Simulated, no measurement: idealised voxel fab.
process module | voxel trench capacitor
cross-section cut | 230 nm wide | cells 5 nm
A cross-section is a grid of square cells, given in bands from the top down. A band is one or more rows of cells.
Each band's line starts with the height of the band's top and of its bottom, in nm. Then come its materials from left to right, each with its width in nm. One material with "throughout" fills the band from edge to edge. "air" is empty space.
Height 0 is the level under which the wafer as received is all one material. The lowest band goes on downwards, as in "0 down".
A width such as "30 to 40" changes by the same amount from each row of cells to the next, from the band's top row to its bottom row.
"no change" after a step means that no cell of the cross-section changed.
closed voids: empty space of 8 cells or more with no open way to the top, each as width x height at its distance from the left edge, in nm
after a step's settings: what the simulator itself notes on the step
overlay nm, on a step with a mask: how far to the right of its planned place the mask lay; to the left if negative
Each pair below shows a cross-section before one step and the cross-section after it, down to the lowest band that changed. The line under each pair gives the step between them, with its settings. The pairs can come from different runs of this module on the same starting wafer, so a pair continues from the pair above only where its "before" says so.
before
  0 down: Si throughout
  closed voids: none
after
  5 to 0: SiN throughout
  below 0: unchanged
  closed voids: none
the step between: op CONFORMAL_DEP | material SiN | thk nm 5
before: the cross-section after the pair above
after
  20 to 5: aC throughout
  below 5: unchanged
  closed voids: none
the step between: op DIRECTIONAL_DEP | material aC | thk nm 15
before: the cross-section after the pair above
after
  50 to 20: resist 85 | air 20 | resist 20 | air 20 | resist 85
  below 20: unchanged
  closed voids: none
the step between: op PATTERN | tone open | mask id TRENCH | material resist | width nm 20 | pitch nm 40 | thk nm 30 | overlay nm 0
before: the cross-section after the pair above
after
  35 to 20: resist 85 | air 20 | resist 20 | air 20 | resist 85
  20 to 5: aC 85 | air 20 | aC 20 | air 20 | aC 85
  below 5: unchanged
  closed voids: none
the step between: op DIRECTIONAL_ETCH | etch materials aC | depth nm 15
before: the cross-section after the pair above
after
  20 to 5: aC 85 | air 20 | aC 20 | air 20 | aC 85
  below 5: unchanged
  closed voids: none
the step between: op STRIP | etch materials resist
before: the cross-section after the pair above
after
  20 to 5: aC 85 | air 20 | aC 20 | air 20 | aC 85
  5 to 0: SiN 85 | air 20 | SiN 20 | air 20 | SiN 85
  below 0: unchanged
  closed voids: none
the step between: op DIRECTIONAL_ETCH | etch materials SiN | depth nm 5
before: the cross-section after the pair above
after
  20 to 5: aC 85 | air 20 | aC 20 | air 20 | aC 85
  5 to 0: SiN 85 | air 20 | SiN 20 | air 20 | SiN 85
  0 to -25: Si 85 | air 20 | Si 20 | air 20 | Si 85
  below -25: unchanged
  closed voids: none
the step between: op DIRECTIONAL_ETCH | etch materials Si | depth nm 25
before: the cross-section after the pair above
after
  5 to 0: SiN 85 | air 20 | SiN 20 | air 20 | SiN 85
  below 0: unchanged
  closed voids: none
the step between: op STRIP | etch materials aC
before: the cross-section after the pair above
after
  10 to 5: SiO2 90 | air 10 | SiO2 30 | air 10 | SiO2 90
  5 to 0: SiN 85 | SiO2 5 | air 10 | SiO2 5 | SiN 20 | SiO2 5 | air 10 | SiO2 5 | SiN 85
  0 to -20: Si 85 | SiO2 5 | air 10 | SiO2 5 | Si 20 | SiO2 5 | air 10 | SiO2 5 | Si 85
  -20 to -25: Si 85 | SiO2 20 | Si 20 | SiO2 20 | Si 85
  below -25: unchanged
  closed voids: none
the step between: op CONFORMAL_DEP | material SiO2 | thk nm 5
before: the cross-section after the pair above
after
  20 to 10: polySi throughout
  10 to 5: SiO2 90 | polySi 10 | SiO2 30 | polySi 10 | SiO2 90
  5 to 0: SiN 85 | SiO2 5 | polySi 10 | SiO2 5 | SiN 20 | SiO2 5 | polySi 10 | SiO2 5 | SiN 85
  0 to -20: Si 85 | SiO2 5 | polySi 10 | SiO2 5 | Si 20 | SiO2 5 | polySi 10 | SiO2 5 | Si 85
  below -20: unchanged
  closed voids: none
the step between: op FILL_DEP | material polySi | thk nm 10
before: the cross-section after the pair above
after
  5 to 0: SiN 85 | SiO2 5 | polySi 10 | SiO2 5 | SiN 20 | SiO2 5 | polySi 10 | SiO2 5 | SiN 85
  below 0: unchanged
  closed voids: none
the step between: op CMP | height nm 5
before
  20 to 5: aC 85 | air 20 | aC 20 | air 20 | aC 85
  5 to 0: SiN 85 | air 20 | SiN 20 | air 20 | SiN 85
  0 to -25: Si 85 | air 20 | Si 20 | air 20 | Si 85
  -25 down: Si throughout
  closed voids: none
after
  20 to 5: aC 85 | air 20 | aC 20 | air 20 | aC 85
  5 to 0: SiN 85 | air 20 | SiN 20 | air 20 | SiN 85
  0 to -50: Si 85 | air 20 | Si 20 | air 20 | Si 85
  below -50: unchanged
  closed voids: none
the step between: op DIRECTIONAL_ETCH | etch materials Si | depth nm 25
before: the cross-section after the pair above
after
  5 to 0: SiN 85 | air 20 | SiN 20 | air 20 | SiN 85
  below 0: unchanged
  closed voids: none
the step between: op STRIP | etch materials aC
before: the cross-section after the pair above
after
  10 to 5: SiO2 90 | air 10 | SiO2 30 | air 10 | SiO2 90
  5 to 0: SiN 85 | SiO2 5 | air 10 | SiO2 5 | SiN 20 | SiO2 5 | air 10 | SiO2 5 | SiN 85
  0 to -45: Si 85 | SiO2 5 | air 10 | SiO2 5 | Si 20 | SiO2 5 | air 10 | SiO2 5 | Si 85
  -45 to -50: Si 85 | SiO2 20 | Si 20 | SiO2 20 | Si 85
  below -50: unchanged
  closed voids: none
the step between: op CONFORMAL_DEP | material SiO2 | thk nm 5
before: the cross-section after the pair above
after
  20 to 10: polySi throughout
  10 to 5: SiO2 90 | polySi 10 | SiO2 30 | polySi 10 | SiO2 90
  5 to 0: SiN 85 | SiO2 5 | polySi 10 | SiO2 5 | SiN 20 | SiO2 5 | polySi 10 | SiO2 5 | SiN 85
  0 to -45: Si 85 | SiO2 5 | polySi 10 | SiO2 5 | Si 20 | SiO2 5 | polySi 10 | SiO2 5 | Si 85
  below -45: unchanged
  closed voids: none
the step between: op FILL_DEP | material polySi | thk nm 10
before: the cross-section after the pair above
after
  5 to 0: SiN 85 | SiO2 5 | polySi 10 | SiO2 5 | SiN 20 | SiO2 5 | polySi 10 | SiO2 5 | SiN 85
  below 0: unchanged
  closed voids: none
the step between: op CMP | height nm 5
before
  20 to 5: aC 85 | air 20 | aC 20 | air 20 | aC 85
  5 to 0: SiN 85 | air 20 | SiN 20 | air 20 | SiN 85
  0 down: Si throughout
  closed voids: none
after
  5 to 0: SiN 85 | air 20 | SiN 20 | air 20 | SiN 85
  below 0: unchanged
  closed voids: none
the step between: op STRIP | etch materials aC
before: the cross-section after the pair above
after
  5 to 0: SiN 85 | air 20 | SiN 20 | air 20 | SiN 85
  0 to -25: Si 85 | air 20 | Si 20 | air 20 | Si 85
  below -25: unchanged
  closed voids: none
the step between: op DIRECTIONAL_ETCH | etch materials Si | depth nm 25
before
  20 to 10: polySi throughout
  10 to 5: SiO2 90 | polySi 10 | SiO2 30 | polySi 10 | SiO2 90
  5 to 0: SiN 85 | SiO2 5 | polySi 10 | SiO2 5 | SiN 20 | SiO2 5 | polySi 10 | SiO2 5 | SiN 85
  0 to -20: Si 85 | SiO2 5 | polySi 10 | SiO2 5 | Si 20 | SiO2 5 | polySi 10 | SiO2 5 | Si 85
  -20 to -25: Si 85 | SiO2 20 | Si 20 | SiO2 20 | Si 85
  -25 down: Si throughout
  closed voids: none
after
  -5 to -20: Si 85 | SiO2 5 | polySi 10 | SiO2 5 | Si 20 | SiO2 5 | polySi 10 | SiO2 5 | Si 85
  below -20: unchanged
  closed voids: none
the step between: op CMP | height nm -5
before
  20 to 5: aC throughout
  5 to 0: SiN throughout
  0 down: Si throughout
  closed voids: none
after
  50 to 20: resist 90 | air 15 | resist 25 | air 15 | resist 85
  below 20: unchanged
  closed voids: none
the step between: op PATTERN | tone open | mask id TRENCH | material resist | width nm 15 | pitch nm 40 | thk nm 30 | overlay nm 0
before: the cross-section after the pair above
after
  35 to 20: resist 90 | air 15 | resist 25 | air 15 | resist 85
  20 to 5: aC 90 | air 15 | aC 25 | air 15 | aC 85
  below 5: unchanged
  closed voids: none
the step between: op DIRECTIONAL_ETCH | etch materials aC | depth nm 15
before: the cross-section after the pair above
after
  20 to 5: aC 90 | air 15 | aC 25 | air 15 | aC 85
  below 5: unchanged
  closed voids: none
the step between: op STRIP | etch materials resist
before: the cross-section after the pair above
after
  20 to 5: aC 90 | air 15 | aC 25 | air 15 | aC 85
  5 to 0: SiN 90 | air 15 | SiN 25 | air 15 | SiN 85
  below 0: unchanged
  closed voids: none
the step between: op DIRECTIONAL_ETCH | etch materials SiN | depth nm 5
before: the cross-section after the pair above
after
  20 to 5: aC 90 | air 15 | aC 25 | air 15 | aC 85
  5 to 0: SiN 90 | air 15 | SiN 25 | air 15 | SiN 85
  0 to -25: Si 90 | air 15 | Si 25 | air 15 | Si 85
  below -25: unchanged
  closed voids: none
the step between: op DIRECTIONAL_ETCH | etch materials Si | depth nm 25
before: the cross-section after the pair above
after
  5 to 0: SiN 90 | air 15 | SiN 25 | air 15 | SiN 85
  below 0: unchanged
  closed voids: none
the step between: op STRIP | etch materials aC
before: the cross-section after the pair above
after
  10 to 5: SiO2 95 | air 5 | SiO2 35 | air 5 | SiO2 90
  5 to 0: SiN 90 | SiO2 5 | air 5 | SiO2 5 | SiN 25 | SiO2 5 | air 5 | SiO2 5 | SiN 85
  0 to -20: Si 90 | SiO2 5 | air 5 | SiO2 5 | Si 25 | SiO2 5 | air 5 | SiO2 5 | Si 85
  -20 to -25: Si 90 | SiO2 15 | Si 25 | SiO2 15 | Si 85
  below -25: unchanged
  closed voids: none
the step between: op CONFORMAL_DEP | material SiO2 | thk nm 5
before: the cross-section after the pair above
after
  20 to 10: polySi throughout
  10 to 5: SiO2 95 | polySi 5 | SiO2 35 | polySi 5 | SiO2 90
  5 to 0: SiN 90 | SiO2 5 | polySi 5 | SiO2 5 | SiN 25 | SiO2 5 | polySi 5 | SiO2 5 | SiN 85
  0 to -20: Si 90 | SiO2 5 | polySi 5 | SiO2 5 | Si 25 | SiO2 5 | polySi 5 | SiO2 5 | Si 85
  below -20: unchanged
  closed voids: none
the step between: op FILL_DEP | material polySi | thk nm 10
before: the cross-section after the pair above
after
  5 to 0: SiN 90 | SiO2 5 | polySi 5 | SiO2 5 | SiN 25 | SiO2 5 | polySi 5 | SiO2 5 | SiN 85
  below 0: unchanged
  closed voids: none
the step between: op CMP | height nm 5
before
  20 to 5: aC throughout
  5 to 0: SiN throughout
  0 down: Si throughout
  closed voids: none
after
  50 to 20: resist 75 | air 20 | resist 20 | air 20 | resist 95
  below 20: unchanged
  closed voids: none
the step between: op PATTERN | tone open | mask id TRENCH | material resist | width nm 20 | pitch nm 40 | thk nm 30 | overlay nm -10
before: the cross-section after the pair above
after
  35 to 20: resist 75 | air 20 | resist 20 | air 20 | resist 95
  20 to 5: aC 75 | air 20 | aC 20 | air 20 | aC 95
  below 5: unchanged
  closed voids: none
the step between: op DIRECTIONAL_ETCH | etch materials aC | depth nm 15
before: the cross-section after the pair above
after
  20 to 5: aC 75 | air 20 | aC 20 | air 20 | aC 95
  below 5: unchanged
  closed voids: none
the step between: op STRIP | etch materials resist
before: the cross-section after the pair above
after
  20 to 5: aC 75 | air 20 | aC 20 | air 20 | aC 95
  5 to 0: SiN 75 | air 20 | SiN 20 | air 20 | SiN 95
  below 0: unchanged
  closed voids: none
the step between: op DIRECTIONAL_ETCH | etch materials SiN | depth nm 5
before: the cross-section after the pair above
after
  20 to 5: aC 75 | air 20 | aC 20 | air 20 | aC 95
  5 to 0: SiN 75 | air 20 | SiN 20 | air 20 | SiN 95
  0 to -25: Si 75 | air 20 | Si 20 | air 20 | Si 95
  below -25: unchanged
  closed voids: none
the step between: op DIRECTIONAL_ETCH | etch materials Si | depth nm 25
before: the cross-section after the pair above
after
  5 to 0: SiN 75 | air 20 | SiN 20 | air 20 | SiN 95
  below 0: unchanged
  closed voids: none
the step between: op STRIP | etch materials aC
before: the cross-section after the pair above
after
  10 to 5: SiO2 80 | air 10 | SiO2 30 | air 10 | SiO2 100
  5 to 0: SiN 75 | SiO2 5 | air 10 | SiO2 5 | SiN 20 | SiO2 5 | air 10 | SiO2 5 | SiN 95
  0 to -20: Si 75 | SiO2 5 | air 10 | SiO2 5 | Si 20 | SiO2 5 | air 10 | SiO2 5 | Si 95
  -20 to -25: Si 75 | SiO2 20 | Si 20 | SiO2 20 | Si 95
  below -25: unchanged
  closed voids: none
the step between: op CONFORMAL_DEP | material SiO2 | thk nm 5
before: the cross-section after the pair above
after
  20 to 10: polySi throughout
  10 to 5: SiO2 80 | polySi 10 | SiO2 30 | polySi 10 | SiO2 100
  5 to 0: SiN 75 | SiO2 5 | polySi 10 | SiO2 5 | SiN 20 | SiO2 5 | polySi 10 | SiO2 5 | SiN 95
  0 to -20: Si 75 | SiO2 5 | polySi 10 | SiO2 5 | Si 20 | SiO2 5 | polySi 10 | SiO2 5 | Si 95
  below -20: unchanged
  closed voids: none
the step between: op FILL_DEP | material polySi | thk nm 10
before: the cross-section after the pair above
after
  5 to 0: SiN 75 | SiO2 5 | polySi 10 | SiO2 5 | SiN 20 | SiO2 5 | polySi 10 | SiO2 5 | SiN 95
  below 0: unchanged
  closed voids: none
the step between: op CMP | height nm 5
before
  5 to 0: SiN 85 | air 20 | SiN 20 | air 20 | SiN 85
  0 to -25: Si 85 | air 20 | Si 20 | air 20 | Si 85
  -25 down: Si throughout
  closed voids: none
after
  10 to 0: SiN 90 | air 10 | SiN 30 | air 10 | SiN 90
  0 to -20: Si 85 | SiN 5 | air 10 | SiN 5 | Si 20 | SiN 5 | air 10 | SiN 5 | Si 85
  -20 to -25: Si 85 | SiN 20 | Si 20 | SiN 20 | Si 85
  below -25: unchanged
  closed voids: none
the step between: op CONFORMAL_DEP | material SiN | thk nm 5
before: the cross-section after the pair above
after
  20 to 10: polySi throughout
  10 to 0: SiN 90 | polySi 10 | SiN 30 | polySi 10 | SiN 90
  0 to -20: Si 85 | SiN 5 | polySi 10 | SiN 5 | Si 20 | SiN 5 | polySi 10 | SiN 5 | Si 85
  below -20: unchanged
  closed voids: none
the step between: op FILL_DEP | material polySi | thk nm 10
before: the cross-section after the pair above
after
  5 to 0: SiN 90 | polySi 10 | SiN 30 | polySi 10 | SiN 90
  below 0: unchanged
  closed voids: none
the step between: op CMP | height nm 5
before
  20 to 5: aC throughout
  5 to 0: SiN throughout
  0 down: Si throughout
  closed voids: none
after
  50 to 20: air 85 | resist 20 | air 20 | resist 20 | air 85
  below 20: unchanged
  closed voids: none
the step between: op PATTERN | tone cover | mask id TRENCH | material resist | width nm 20 | pitch nm 40 | thk nm 30 | overlay nm 0
before: the cross-section after the pair above
after
  35 to 20: air 85 | resist 20 | air 20 | resist 20 | air 85
  20 to 5: air 85 | aC 20 | air 20 | aC 20 | air 85
  below 5: unchanged
  closed voids: none
the step between: op DIRECTIONAL_ETCH | etch materials aC | depth nm 15
before: the cross-section after the pair above
after
  20 to 5: air 85 | aC 20 | air 20 | aC 20 | air 85
  below 5: unchanged
  closed voids: none
the step between: op STRIP | etch materials resist
before: the cross-section after the pair above
after
  20 to 5: air 85 | aC 20 | air 20 | aC 20 | air 85
  5 to 0: air 85 | SiN 20 | air 20 | SiN 20 | air 85
  below 0: unchanged
  closed voids: none
the step between: op DIRECTIONAL_ETCH | etch materials SiN | depth nm 5
before: the cross-section after the pair above
after
  20 to 5: air 85 | aC 20 | air 20 | aC 20 | air 85
  5 to 0: air 85 | SiN 20 | air 20 | SiN 20 | air 85
  0 to -25: air 85 | Si 20 | air 20 | Si 20 | air 85
  below -25: unchanged
  closed voids: none
the step between: op DIRECTIONAL_ETCH | etch materials Si | depth nm 25
before: the cross-section after the pair above
after
  5 to 0: air 85 | SiN 20 | air 20 | SiN 20 | air 85
  below 0: unchanged
  closed voids: none
the step between: op STRIP | etch materials aC
before: the cross-section after the pair above
after
  10 to 5: air 80 | SiO2 30 | air 10 | SiO2 30 | air 80
  5 to 0: air 80 | SiO2 5 | SiN 20 | SiO2 5 | air 10 | SiO2 5 | SiN 20 | SiO2 5 | air 80
  0 to -20: air 80 | SiO2 5 | Si 20 | SiO2 5 | air 10 | SiO2 5 | Si 20 | SiO2 5 | air 80
  -20 to -25: SiO2 85 | Si 20 | SiO2 20 | Si 20 | SiO2 85
  below -25: unchanged
  closed voids: none
the step between: op CONFORMAL_DEP | material SiO2 | thk nm 5
before: the cross-section after the pair above
after
  20 to 10: polySi throughout
  10 to 5: polySi 80 | SiO2 30 | polySi 10 | SiO2 30 | polySi 80
  5 to 0: polySi 80 | SiO2 5 | SiN 20 | SiO2 5 | polySi 10 | SiO2 5 | SiN 20 | SiO2 5 | polySi 80
  0 to -20: polySi 80 | SiO2 5 | Si 20 | SiO2 5 | polySi 10 | SiO2 5 | Si 20 | SiO2 5 | polySi 80
  below -20: unchanged
  closed voids: none
the step between: op FILL_DEP | material polySi | thk nm 10
before: the cross-section after the pair above
after
  5 to 0: polySi 80 | SiO2 5 | SiN 20 | SiO2 5 | polySi 10 | SiO2 5 | SiN 20 | SiO2 5 | polySi 80
  below 0: unchanged
  closed voids: none
the step between: op CMP | height nm 5
